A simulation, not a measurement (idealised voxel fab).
Presented below is a process module, voxel released beams.
The cross-section shown here is cut; it is 195 nm wide and divided into square cells measuring 5 nm on a side.
A cross-section is a grid of square cells, given in bands from the top down. A band is one or more rows of cells.
It is stipulated that each band's entry specify, in nanometres, the height of the top of the band and then that of its bottom, followed by the materials of the band in left-to-right sequence, each together with its width in nanometres. A single material marked by the word "edge to edge" is understood to fill the band from edge to edge; the word "empty" is understood to denote empty space.
Ref level 0: as-received wafer is one material below here. Bottom band extends down with no lower bound ("top 0, no bottom").
It should be noted that a width expressed as "30 to 40" varies in equal increments from row to row of cells within the band, taking the value of the first number at the top row and that of the second number at the bottom row.
The cross-section has no changed cell in any step marked "remained the same".
Entry "Closed-off voids" = empty spaces >= 8 cells with no open way to the top; each as width x height at distance, distance from left edge, all nm.
Heads up: the bit after the settings on a step's line is the simulator's remark on that step.
"overlay nm" on a masked step: distance the mask lay right of its planned place, negative for left.
### Listed below are the process steps as planned
1. RECEIVE (material Si)
2. CONFORMAL_DEP (material SiN; thk nm 10)
3. DIRECTIONAL_DEP (material SiO2; thk nm 20)
4. MASKED_ETCH (tone open; mask id ANCHOR; width nm 45; etch materials SiO2; depth nm 20; overlay nm 0)
5. CONFORMAL_DEP (material TiN; thk nm 15)
6. PATTERN (tone cover; mask id BEAM; material resist; width nm 125; thk nm 15; overlay nm 0)
7. DIRECTIONAL_ETCH (etch materials TiN; depth nm 15)
8. STRIP (etch materials resist)
9. STRIP (etch materials SiO2)
### Cross-section of the wafer at receipt, which is the condition after step 1
  top 0, no bottom | Si edge to edge
  Closed-off voids: none
### First of two wafers at the end of the module, shown in cross-section; run carried out as planned
  top 45, bottom 30 | empty=30; TiN=20; empty=15; TiN=90; empty=40
  top 30, bottom 25 | empty=35; TiN=15; empty=15; TiN=15; empty=115
  top 25, bottom 10 | empty=35; TiN=45; empty=115
  top 10, bottom 0 | SiN edge to edge
  top 0, no bottom | Si edge to edge
  Closed-off voids: none
### Second wafer cross-section at end of module - shared start and plan with the first, one mistake in the run
  top 45, bottom 30 | empty=30; TiN=25; empty=15; TiN=85; empty=40
  top 30, bottom 25 | empty=40; TiN=15; empty=15; TiN=15; empty=110
  top 25, bottom 10 | empty=40; TiN=45; empty=110
  top 10, bottom 0 | SiN edge to edge
  top 0, no bottom | Si edge to edge
  Closed-off voids: none
What was the processing mistake? so step 4 ended up running with a different setting than we planned, it ran as MASKED_ETCH (tone open; mask id ANCHOR; width nm 45; etch materials SiO2; depth nm 20; overlay nm 5)
Tallied in cells, the final second wafer holds each material in the same quantity as the first, although not at the same places.
